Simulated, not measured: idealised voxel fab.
voxel capacitor over wiring: a process module
Cross-sectional view cut (width: 155 nm; square cell size: 5 nm).
Bands, listed from the top down, are how a cross-section gets written in this document; the cross-section itself is a grid of square cells, and a band is one or more rows of them. Per band: top height and bottom height in nm, followed by the left-to-right materials and their widths in nm; "throughout" marks a single material spanning edge to edge, "blank" marks empty space. Where do heights start? At 0: under that level the wafer as delivered is made of one material only. And the lowest band has no floor; it just carries on downward, as in "0 nm and below". Width "30 to 40": first value at the band's top row of cells, second value at its bottom row, equal change from row to row. What does "no alterations made" mean for a step? It means no cell of the cross-section changed in that step. "Closed internal voids" - sealed voids, min. 8 cells, no opening to top; format: width x height at distance (distance from left edge; nm throughout). On a step's line, text after the settings is the simulator commenting on that step. Steps that use a mask can have "overlay nm" on their line. It says how far the mask sat to the right of where it was meant to be. Negative means to the left.

SET OUT BELOW ARE THE PLANNED STEPS OF THE PROCESS
1,RECEIVE (material Si)
2,CONFORMAL_DEP (material SiO2; thk nm 15)
3,DIRECTIONAL_DEP (material TiN; thk nm 5)
4,DIRECTIONAL_DEP (material W; thk nm 15)
5,PATTERN (tone cover; mask id METAL_1; material resist; width nm 25; pitch nm 95; thk nm 20; overlay nm 0)
6,DIRECTIONAL_ETCH (etch materials W; depth nm 15)
7,DIRECTIONAL_ETCH (etch materials TiN; depth nm 5)
8,STRIP (etch materials resist)
9,FILL_DEP (material lowk; thk nm 5)
10,CMP (height nm 35)
11,CONFORMAL_DEP (material SiCN; thk nm 5)
12,DIRECTIONAL_DEP (material SiO2; thk nm 20)
13,MASKED_ETCH (tone open; mask id PLUG_1; width nm 15; etch materials SiO2; depth nm 20; overlay nm 0)
14,MASKED_ETCH (tone open; mask id PLUG_1; width nm 15; etch materials SiCN; depth nm 5; overlay nm 0)
15,CONFORMAL_DEP (material TiN; thk nm 5)
16,FILL_DEP (material Cu; thk nm 5)
17,CMP (height nm 60)
18,DIRECTIONAL_DEP (material TiN; thk nm 10)
19,DIRECTIONAL_DEP (material SiN; thk nm 5)
20,DIRECTIONAL_DEP (material TiN; thk nm 10)
21,MASKED_ETCH (tone cover; mask id UPPER_PLATE; width nm 75; etch materials TiN; depth nm 10; overlay nm 0)
22,MASKED_ETCH (tone cover; mask id UPPER_PLATE; width nm 75; etch materials SiN; depth nm 5; overlay nm 0)
23,MASKED_ETCH (tone cover; mask id LOWER_PLATE; width nm 85; etch materials TiN; depth nm 10; overlay nm 0)
24,FILL_DEP (material SiO2; thk nm 15)
25,CMP (height nm 95)
26,PATTERN (tone open; mask id PLUG_2; material resist; width nm 15; thk nm 20; overlay nm 0)
27,DIRECTIONAL_ETCH (etch materials SiO2; depth nm 10)
28,STRIP (etch materials resist)
29,CONFORMAL_DEP (material TiN; thk nm 5)
30,FILL_DEP (material Ru; thk nm 5)
31,CMP (height nm 95)
32,CONFORMAL_DEP (material SiCN; thk nm 5)

THIS IS THE CROSS-SECTION OF THE WAFER AS WE RECEIVED IT, I.E. AFTER STEP 1
> 0 nm and below: Si throughout
> Closed internal voids: none

FIRST WAFER AT THE END, AS PLANNED
> 100 nm to 95 nm: SiCN throughout
> 95 nm to 90 nm: SiO2 (35) | TiN (5) | Ru (5) | TiN (5) | SiO2 (105)
> 90 nm to 85 nm: SiO2 (35) | TiN (15) | SiO2 (105)
> 85 nm to 75 nm: SiO2 (25) | TiN (75) | SiO2 (55)
> 75 nm to 70 nm: SiO2 (25) | SiN (75) | SiO2 (55)
> 70 nm to 60 nm: SiO2 (20) | TiN (85) | SiO2 (50)
> 60 nm to 40 nm: SiO2 (25) | TiN (5) | Cu (5) | TiN (5) | SiO2 (115)
> 40 nm to 35 nm: SiCN (25) | TiN (15) | SiCN (115)
> 35 nm to 20 nm: lowk (15) | W (25) | lowk (70) | W (25) | lowk (20)
> 20 nm to 15 nm: lowk (15) | TiN (25) | lowk (70) | TiN (25) | lowk (20)
> 15 nm to 0 nm: SiO2 throughout
> 0 nm and below: Si throughout
> Closed internal voids: none

MODULE END: CROSS-SECTION OF WAFER TWO OF TWO. SAME START AND PROCESS PLAN AS THE FIRST WAFER. ONE MISTAKE DURING EXECUTION
> 100 nm to 95 nm: SiCN throughout
> 95 nm to 90 nm: SiO2 (35) | TiN (5) | Ru (5) | TiN (5) | SiO2 (105)
> 90 nm to 85 nm: SiO2 (35) | TiN (15) | SiO2 (105)
> 85 nm to 80 nm: SiO2 (25) | SiN (75) | SiO2 (55)
> 80 nm to 70 nm: SiO2 (20) | TiN (85) | SiO2 (50)
> 70 nm to 60 nm: TiN throughout
> 60 nm to 40 nm: SiO2 (25) | TiN (5) | Cu (5) | TiN (5) | SiO2 (115)
> 40 nm to 35 nm: SiCN (25) | TiN (15) | SiCN (115)
> 35 nm to 20 nm: lowk (15) | W (25) | lowk (70) | W (25) | lowk (20)
> 20 nm to 15 nm: lowk (15) | TiN (25) | lowk (70) | TiN (25) | lowk (20)
> 15 nm to 0 nm: SiO2 throughout
> 0 nm and below: Si throughout
> Closed internal voids: none
Where did the run depart from the plan? the processing plan was not followed for steps 19 and 20, which were run with their positions exchanged
Final comparison by cell count, materials where the second wafer has more or fewer than the first: SiO2: 32 fewer | TiN: 32 more
